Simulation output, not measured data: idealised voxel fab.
process module | voxel transistor to metal
cross-section cut | 210 nm wide | cells 5 nm
A cross-section is a grid of square cells, given in bands from the top down. A band is one or more rows of cells.
Each band's line starts with the height of the band's top and of its bottom, in nm. Then come its materials from left to right, each with its width in nm. One material with "throughout" fills the band from edge to edge. "air" is empty space.
Height 0 is the level under which the wafer as received is all one material. The lowest band goes on downwards, as in "0 down".
A width such as "30 to 40" changes by the same amount from each row of cells to the next, from the band's top row to its bottom row.
"no change" after a step means that no cell of the cross-section changed.
closed voids: empty space of 8 cells or more with no open way to the top, each as width x height at its distance from the left edge, in nm
after a step's settings: what the simulator itself notes on the step
overlay nm, on a step with a mask: how far to the right of its planned place the mask lay; to the left if negative
plan
1 op RECEIVE | material Si
2 op OXIDIZE | depth nm 5
3 op CONFORMAL_DEP | material SiN | thk nm 15
4 op MASKED_ETCH | tone cover | mask id ACTIVE | width nm 115 | etch materials SiN | depth nm 15 | overlay nm 0
5 op MASKED_ETCH | tone cover | mask id ACTIVE | width nm 115 | etch materials SiO2 | depth nm 5 | overlay nm 0
6 op MASKED_ETCH | tone cover | mask id ACTIVE | width nm 115 | etch materials Si | depth nm 25 | overlay nm 0
7 op OXIDIZE | depth nm 5
8 op FILL_DEP | material SiO2 | thk nm 15
9 op CMP | height nm 15
10 op SELECTIVE_ETCH | etch materials SiO2 | depth nm 10
11 op STRIP | etch materials SiN
12 op SELECTIVE_ETCH | etch materials SiO2 | depth nm 5
13 op OXIDIZE | depth nm 5
14 op DIRECTIONAL_DEP | material polySi | thk nm 25
15 op DIRECTIONAL_DEP | material SiCN | thk nm 10
16 op DIRECTIONAL_DEP | material aC | thk nm 10
17 op PATTERN | tone cover | mask id GATE | material resist | width nm 15 | thk nm 25 | overlay nm 0
18 op DIRECTIONAL_ETCH | etch materials aC | depth nm 10
19 op STRIP | etch materials resist
20 op DIRECTIONAL_ETCH | etch materials SiCN | depth nm 20
21 op DIRECTIONAL_ETCH | etch materials polySi | depth nm 35
22 op STRIP | etch materials aC
23 op CONFORMAL_DEP | material SiN | thk nm 10
24 op DIRECTIONAL_ETCH | etch materials SiN | depth nm 10
25 op DIRECTIONAL_ETCH | etch materials SiO2 | depth nm 5
26 op DIRECTIONAL_ETCH | etch materials Si | depth nm 10
27 op EPI | material nSi | thk nm 15
28 op FILL_DEP | material SiO2 | thk nm 5
29 op CMP | height nm 30
30 op DIRECTIONAL_DEP | material SiO2 | thk nm 15
31 op DIRECTIONAL_DEP | material aC | thk nm 10
32 op PATTERN | tone open | mask id CONTACT | material resist | width nm 20 | pitch nm 75 | thk nm 30 | overlay nm 0
33 op DIRECTIONAL_ETCH | etch materials aC | depth nm 10
34 op STRIP | etch materials resist
35 op DIRECTIONAL_ETCH | etch materials SiO2 | depth nm 50
36 op STRIP | etch materials aC
37 op CONFORMAL_DEP | material TiN | thk nm 5
38 op FILL_DEP | material W | thk nm 5
39 op CMP | height nm 45
40 op CONFORMAL_DEP | material SiCN | thk nm 5
41 op DIRECTIONAL_DEP | material lowk | thk nm 25
42 op PATTERN | tone open | mask id METAL_1 | material resist | width nm 20 | pitch nm 75 | thk nm 15 | overlay nm 0
43 op DIRECTIONAL_ETCH | etch materials lowk | depth nm 25
44 op DIRECTIONAL_ETCH | etch materials SiCN | depth nm 5
45 op STRIP | etch materials resist
46 op CONFORMAL_DEP | material TiN | thk nm 5
47 op FILL_DEP | material Ru | thk nm 10
48 op CMP | height nm 75
49 op CONFORMAL_DEP | material SiN | thk nm 5
as received, after step 1
  0 down: Si throughout
  closed voids: none
a wafer at the end: this start, this plan, one mistake
  80 to 75: SiN throughout
  75 to 50: lowk 55 | TiN 5 | Ru 10 | TiN 5 | lowk 55 | TiN 5 | Ru 10 | TiN 5 | lowk 60
  50 to 45: SiCN 55 | TiN 20 | SiCN 55 | TiN 20 | SiCN 60
  45 to 35: SiO2 55 | TiN 5 | W 10 | TiN 5 | SiO2 55 | TiN 5 | W 10 | TiN 5 | SiO2 60
  35 to 30: SiO2 55 | TiN 20 | SiO2 55 | TiN 20 | SiO2 60
  30 to 25: SiCN 95 | SiN 15 | SiCN 100
  25 to 20: polySi 40 | SiCN 55 | SiN 15 | SiCN 55 | polySi 45
  20 to 0: polySi 95 | SiN 15 | polySi 100
  0 to -5: SiO2 40 | polySi 55 | SiN 15 | polySi 55 | SiO2 45
  -5 to -10: SiO2 throughout
  -10 to -35: SiO2 50 | Si 105 | SiO2 55
  -35 down: Si throughout
  closed voids: none
what went wrong: step 17 ran as: op PATTERN | tone open | mask id GATE | material resist | width nm 15 | thk nm 25 | overlay nm 0
